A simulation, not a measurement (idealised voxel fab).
Herein follows the process module entitled voxel ribs on slabs.
Displayed cross-section: cut, width of 215 nm, square cells sized 5 nm.
This document writes a cross-section as a grid whose cells are square, and gives it as bands, listed from the top down; one or more rows of cells form a band.
Read a band's entry like this: the first values are the height of its top and the height of its bottom in nm, and what follows is the sequence of materials from left to right, each with its width in nm. Note that "blank" is empty space, and that a single material marked "edge to edge" reaches across the band from edge to edge.
We count height from 0. Below that, the starting wafer is all one material. The lowest band never ends at the bottom but goes on down; see "0 nm and below" for how that is written.
A width given as "30->40" starts at the first number in the band's top row and ends at the second number in its bottom row, shifting by an equal amount at every step from row to row.
Any step labelled "stayed the same" changed none of the cells in the cross-section.
Entry "Voids, enclosed". Content: empty spaces with no open connection to the top, size 8 cells or greater. Each: width x height at distance. Distance: from left edge. Unit: nm.
Step line, after settings: the simulator's comment on this step.
On any step carrying a mask, the "overlay nm" setting, if present on the step's line, tells how far right of its planned place the mask lay; negative values point to the left.

Set out below are the planned steps of the process:
1 RECEIVE | material Si
2 DIRECTIONAL_DEP | material SiO2 | thk nm 30
3 DIRECTIONAL_DEP | material polySi | thk nm 15
4 PATTERN | tone cover | mask id RIB | material resist | width nm 20 | thk nm 15 | overlay nm 0
5 DIRECTIONAL_ETCH | etch materials polySi | depth nm 10
6 STRIP | etch materials resist
7 DIRECTIONAL_DEP | material aC | thk nm 10
8 PATTERN | tone cover | mask id SLAB | material resist | width nm 70 | thk nm 30 | overlay nm 0
9 DIRECTIONAL_ETCH | etch materials aC | depth nm 10
10 STRIP | etch materials resist
11 DIRECTIONAL_ETCH | etch materials polySi | depth nm 5
12 STRIP | etch materials aC
13 FILL_DEP | material SiO2 | thk nm 20
14 CMP | height nm 55
15 DIRECTIONAL_DEP | material TiN | thk nm 5
16 DIRECTIONAL_DEP | material aC | thk nm 10
17 PATTERN | tone cover | mask id HEATER | material resist | width nm 30 | thk nm 30 | overlay nm 0
18 DIRECTIONAL_ETCH | etch materials aC | depth nm 10
19 STRIP | etch materials resist
20 DIRECTIONAL_ETCH | etch materials TiN | depth nm 5
21 STRIP | etch materials aC
22 CONFORMAL_DEP | material SiO2 | thk nm 5

Account of the first of two wafers, which was processed as intended:

As-received wafer cross-section (after step 1):
	0 nm and below | Si edge to edge
	Voids, enclosed: none

After step 2, in cross-section:
	30 nm to 0 nm | SiO2 edge to edge
	below 0: unchanged

After step 3, in cross-section:
	45 nm to 30 nm | polySi edge to edge
	below 30: unchanged

After step 4, in cross-section:
	60 nm to 45 nm | 95 of blank; 20 of resist; 100 of blank
	below 45: unchanged

After step 5, in cross-section:
	60 nm to 45 nm | 95 of blank; 20 of resist; 100 of blank
	45 nm to 35 nm | 95 of blank; 20 of polySi; 100 of blank
	below 35: unchanged

After step 6, in cross-section:
	45 nm to 35 nm | 95 of blank; 20 of polySi; 100 of blank
	below 35: unchanged

After step 7, in cross-section:
	55 nm to 45 nm | 95 of blank; 20 of aC; 100 of blank
	45 nm to 35 nm | 95 of aC; 20 of polySi; 100 of aC
	below 35: unchanged

After step 8, in cross-section:
	85 nm to 55 nm | 70 of blank; 70 of resist; 75 of blank
	55 nm to 45 nm | 70 of blank; 25 of resist; 20 of aC; 25 of resist; 75 of blank
	below 45: unchanged

After step 9, in cross-section:
	75 nm to 55 nm | 70 of blank; 70 of resist; 75 of blank
	55 nm to 45 nm | 70 of blank; 25 of resist; 20 of aC; 25 of resist; 75 of blank
	45 nm to 35 nm | 70 of blank; 25 of aC; 20 of polySi; 25 of aC; 75 of blank
	below 35: unchanged

After step 10, in cross-section:
	55 nm to 45 nm | 95 of blank; 20 of aC; 100 of blank
	below 45: unchanged

After step 11, in cross-section:
	55 nm to 45 nm | 95 of blank; 20 of aC; 100 of blank
	45 nm to 35 nm | 70 of blank; 25 of aC; 20 of polySi; 25 of aC; 75 of blank
	35 nm to 30 nm | 70 of blank; 70 of polySi; 75 of blank
	below 30: unchanged

After step 12, in cross-section:
	45 nm to 35 nm | 95 of blank; 20 of polySi; 100 of blank
	below 35: unchanged

After step 13, in cross-section:
	65 nm to 45 nm | SiO2 edge to edge
	45 nm to 35 nm | 95 of SiO2; 20 of polySi; 100 of SiO2
	35 nm to 30 nm | 70 of SiO2; 70 of polySi; 75 of SiO2
	below 30: unchanged

After step 14, in cross-section:
	55 nm to 45 nm | SiO2 edge to edge
	below 45: unchanged

After step 15, in cross-section:
	60 nm to 55 nm | TiN edge to edge
	below 55: unchanged

After step 16, in cross-section:
	70 nm to 60 nm | aC edge to edge
	below 60: unchanged

After step 17, in cross-section:
	100 nm to 70 nm | 90 of blank; 30 of resist; 95 of blank
	below 70: unchanged

After step 18, in cross-section:
	90 nm to 70 nm | 90 of blank; 30 of resist; 95 of blank
	70 nm to 60 nm | 90 of blank; 30 of aC; 95 of blank
	below 60: unchanged

After step 19, in cross-section:
	70 nm to 60 nm | 90 of blank; 30 of aC; 95 of blank
	below 60: unchanged

After step 20, in cross-section:
	70 nm to 60 nm | 90 of blank; 30 of aC; 95 of blank
	60 nm to 55 nm | 90 of blank; 30 of TiN; 95 of blank
	below 55: unchanged

After step 21, in cross-section:
	60 nm to 55 nm | 90 of blank; 30 of TiN; 95 of blank
	below 55: unchanged

After step 22, in cross-section:
	65 nm to 60 nm | 85 of blank; 40 of SiO2; 90 of blank
	60 nm to 55 nm | 90 of SiO2; 30 of TiN; 95 of SiO2
	below 55: unchanged

Wafer two. Same start, same plan, one slip in execution. Same as wafer one through step 1, inclusive:

Cross-section, second wafer, at the end time the plan gives for step 2:
	30 nm to 0 nm | polySi edge to edge
	below 0: unchanged

Cross-section, second wafer, at the end time the plan gives for step 3:
	45 nm to 0 nm | polySi edge to edge
	below 0: unchanged

Cross-section, second wafer, at the end time the plan gives for step 4:
	60 nm to 45 nm | 95 of blank; 20 of resist; 100 of blank
	below 45: unchanged

Cross-section, second wafer, at the end time the plan gives for step 5:
	60 nm to 45 nm | 95 of blank; 20 of resist; 100 of blank
	45 nm to 35 nm | 95 of blank; 20 of polySi; 100 of blank
	below 35: unchanged

Cross-section, second wafer, at the end time the plan gives for step 6:
	45 nm to 35 nm | 95 of blank; 20 of polySi; 100 of blank
	below 35: unchanged

Cross-section, second wafer, at the end time the plan gives for step 7:
	55 nm to 45 nm | 95 of blank; 20 of aC; 100 of blank
	45 nm to 35 nm | 95 of aC; 20 of polySi; 100 of aC
	below 35: unchanged

Cross-section, second wafer, at the end time the plan gives for step 8:
	85 nm to 55 nm | 70 of blank; 70 of resist; 75 of blank
	55 nm to 45 nm | 70 of blank; 25 of resist; 20 of aC; 25 of resist; 75 of blank
	below 45: unchanged

Cross-section, second wafer, at the end time the plan gives for step 9:
	75 nm to 55 nm | 70 of blank; 70 of resist; 75 of blank
	55 nm to 45 nm | 70 of blank; 25 of resist; 20 of aC; 25 of resist; 75 of blank
	45 nm to 35 nm | 70 of blank; 25 of aC; 20 of polySi; 25 of aC; 75 of blank
	below 35: unchanged

Cross-section, second wafer, at the end time the plan gives for step 10:
	55 nm to 45 nm | 95 of blank; 20 of aC; 100 of blank
	below 45: unchanged

Cross-section, second wafer, at the end time the plan gives for step 11:
	55 nm to 45 nm | 95 of blank; 20 of aC; 100 of blank
	45 nm to 35 nm | 70 of blank; 25 of aC; 20 of polySi; 25 of aC; 75 of blank
	35 nm to 30 nm | 70 of blank; 70 of polySi; 75 of blank
	below 30: unchanged

Cross-section, second wafer, at the end time the plan gives for step 12:
	45 nm to 35 nm | 95 of blank; 20 of polySi; 100 of blank
	below 35: unchanged

Cross-section, second wafer, at the end time the plan gives for step 13:
	65 nm to 45 nm | SiO2 edge to edge
	45 nm to 35 nm | 95 of SiO2; 20 of polySi; 100 of SiO2
	35 nm to 30 nm | 70 of SiO2; 70 of polySi; 75 of SiO2
	below 30: unchanged

Cross-section, second wafer, at the end time the plan gives for step 14:
	55 nm to 45 nm | SiO2 edge to edge
	below 45: unchanged

Cross-section, second wafer, at the end time the plan gives for step 15:
	60 nm to 55 nm | TiN edge to edge
	below 55: unchanged

Cross-section, second wafer, at the end time the plan gives for step 16:
	70 nm to 60 nm | aC edge to edge
	below 60: unchanged

Cross-section, second wafer, at the end time the plan gives for step 17:
	100 nm to 70 nm | 90 of blank; 30 of resist; 95 of blank
	below 70: unchanged

Cross-section, second wafer, at the end time the plan gives for step 18:
	90 nm to 70 nm | 90 of blank; 30 of resist; 95 of blank
	70 nm to 60 nm | 90 of blank; 30 of aC; 95 of blank
	below 60: unchanged

Cross-section, second wafer, at the end time the plan gives for step 19:
	70 nm to 60 nm | 90 of blank; 30 of aC; 95 of blank
	below 60: unchanged

Cross-section, second wafer, at the end time the plan gives for step 20:
	70 nm to 60 nm | 90 of blank; 30 of aC; 95 of blank
	60 nm to 55 nm | 90 of blank; 30 of TiN; 95 of blank
	below 55: unchanged

Cross-section, second wafer, at the end time the plan gives for step 21:
	60 nm to 55 nm | 90 of blank; 30 of TiN; 95 of blank
	below 55: unchanged

Cross-section, second wafer, at the end time the plan gives for step 22:
	65 nm to 60 nm | 85 of blank; 40 of SiO2; 90 of blank
	60 nm to 55 nm | 90 of SiO2; 30 of TiN; 95 of SiO2
	below 55: unchanged
Here's what went sideways: step 2 did not use the planned setting and instead ran as DIRECTIONAL_DEP | material polySi | thk nm 30
Cell-count delta at end, second wafer over first, by material: 258 fewer of SiO2, 258 more of polySi
